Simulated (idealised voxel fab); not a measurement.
This section sets out a process module, namely voxel capacitor over wiring.
The width of the displayed cross-section, cut, is 235 nm; its cells are square, with a size of 5 nm.
Throughout this document, each cross-section is represented as a grid of square cells and is presented as a sequence of bands enumerated from the top downward, where a band comprises one or more rows of cells.
The entry gives the band's vertical extent as a top height and a bottom height in nm, then its horizontal make-up as materials from left to right, each with a width in nm. "empty" stands for empty space; a single material marked "full width" fills the band edge to edge.
Zero point of the height axis is 0; under it, received wafer = one material. Lowest band: continues down indefinitely, "0 down".
The width entry "30..40" should be interpreted row by row: the top row of cells in the band takes the first number, the bottom row takes the second number, and the change between adjacent rows is uniform throughout.
What does "no alterations made" mean for a step? It means no cell of the cross-section changed in that step.
"Fully closed voids" lists enclosed empty spaces (at least 8 cells, no open path upward to the top), each as width x height at distance from the left edge, in nm.
Formally, on a step line, whatever follows the settings is a remark that the simulator itself makes on the step.
You can add "overlay nm" to a step's line. For a step with a mask, it describes how far the mask lay to the right of its planned position, and a negative number describes a lay to the left.
PLAN
1) op RECEIVE | material Si
2) op CONFORMAL_DEP | material SiO2 | thk nm 15
3) op DIRECTIONAL_DEP | material TiN | thk nm 5
4) op DIRECTIONAL_DEP | material W | thk nm 20
5) op DIRECTIONAL_DEP | material aC | thk nm 15
6) op PATTERN | tone cover | mask id METAL_1 | material resist | width nm 25 | pitch nm 85 | thk nm 35 | overlay nm 0
7) op DIRECTIONAL_ETCH | etch materials aC | depth nm 15
8) op STRIP | etch materials resist
9) op DIRECTIONAL_ETCH | etch materials W | depth nm 20
10) op DIRECTIONAL_ETCH | etch materials TiN | depth nm 5
11) op STRIP | etch materials aC
12) op FILL_DEP | material SiO2 | thk nm 10
13) op CMP | height nm 40
14) op CONFORMAL_DEP | material SiCN | thk nm 5
15) op DIRECTIONAL_DEP | material lowk | thk nm 15
16) op MASKED_ETCH | tone open | mask id PLUG_1 | width nm 15 | etch materials lowk | depth nm 15 | overlay nm 0
17) op MASKED_ETCH | tone open | mask id PLUG_1 | width nm 15 | etch materials SiCN | depth nm 5 | overlay nm 0
18) op CONFORMAL_DEP | material TiN | thk nm 5
19) op FILL_DEP | material Ru | thk nm 10
20) op CMP | height nm 60
21) op DIRECTIONAL_DEP | material TiN | thk nm 5
22) op DIRECTIONAL_DEP | material SiN | thk nm 5
23) op DIRECTIONAL_DEP | material TiN | thk nm 10
24) op DIRECTIONAL_DEP | material aC | thk nm 10
25) op PATTERN | tone cover | mask id UPPER_PLATE | material resist | width nm 65 | thk nm 25 | overlay nm 0
26) op DIRECTIONAL_ETCH | etch materials aC | depth nm 10
27) op STRIP | etch materials resist
28) op DIRECTIONAL_ETCH | etch materials TiN | depth nm 10
29) op DIRECTIONAL_ETCH | etch materials SiN | depth nm 5
30) op STRIP | etch materials aC
31) op DIRECTIONAL_DEP | material aC | thk nm 10
32) op PATTERN | tone cover | mask id LOWER_PLATE | material resist | width nm 75 | thk nm 30 | overlay nm 0
33) op DIRECTIONAL_ETCH | etch materials aC | depth nm 10
34) op STRIP | etch materials resist
35) op DIRECTIONAL_ETCH | etch materials TiN | depth nm 5
36) op STRIP | etch materials aC
37) op FILL_DEP | material SiO2 | thk nm 15
38) op CMP | height nm 90
39) op PATTERN | tone open | mask id PLUG_2 | material resist | width nm 15 | thk nm 20 | overlay nm 0
40) op DIRECTIONAL_ETCH | etch materials SiO2 | depth nm 10
41) op STRIP | etch materials resist
42) op CONFORMAL_DEP | material TiN | thk nm 5
43) op FILL_DEP | material Cu | thk nm 5
44) op CMP | height nm 90
45) op CONFORMAL_DEP | material SiN | thk nm 5
HERE'S WHAT THE WAFER LOOKED LIKE IN CROSS-SECTION WHEN IT ARRIVED - THAT'S AFTER STEP 1
  0 down | Si full width
  Fully closed voids: none
POST-MODULE CROSS-SECTION OF THE FIRST OF TWO WAFERS (RUN PER PLAN)
  95 to 90 | SiN full width
  90 to 85 | SiO2 80, TiN 5, Cu 5, TiN 5, SiO2 140
  85 to 80 | SiO2 80, TiN 15, SiO2 140
  80 to 70 | SiO2 70, TiN 65, SiO2 100
  70 to 65 | SiO2 70, SiN 65, SiO2 100
  65 to 60 | SiO2 65, TiN 75, SiO2 95
  60 to 45 | lowk 70, TiN 5, Ru 5, TiN 5, lowk 150
  45 to 40 | SiCN 70, TiN 15, SiCN 150
  40 to 20 | SiO2 60, W 25, SiO2 60, W 25, SiO2 65
  20 to 15 | SiO2 60, TiN 25, SiO2 60, TiN 25, SiO2 65
  15 to 0 | SiO2 full width
  0 down | Si full width
  Fully closed voids: none
CROSS-SECTION, WAFER TWO OF TWO, END OF MODULE: SAME START AND PLAN AS WAFER ONE, ONE ERROR IN EXECUTION
  95 to 90 | SiN full width
  90 to 85 | SiO2 80, TiN 5, Cu 5, TiN 5, SiO2 140
  85 to 80 | SiO2 80, TiN 15, SiO2 140
  80 to 75 | SiO2 70, SiN 65, SiO2 100
  75 to 70 | SiO2 65, TiN 75, SiO2 95
  70 to 60 | TiN full width
  60 to 45 | lowk 70, TiN 5, Ru 5, TiN 5, lowk 150
  45 to 40 | SiCN 70, TiN 15, SiCN 150
  40 to 20 | SiO2 60, W 25, SiO2 60, W 25, SiO2 65
  20 to 15 | SiO2 60, TiN 25, SiO2 60, TiN 25, SiO2 65
  15 to 0 | SiO2 full width
  0 down | Si full width
  Fully closed voids: none
Plan not followed: step 23 occupied the plan position of step 22, and the converse holds as well
Wrapping up, a cell-based count of both wafers puts the second over or under the first for these materials: SiO2: 68 fewer; TiN: 68 more
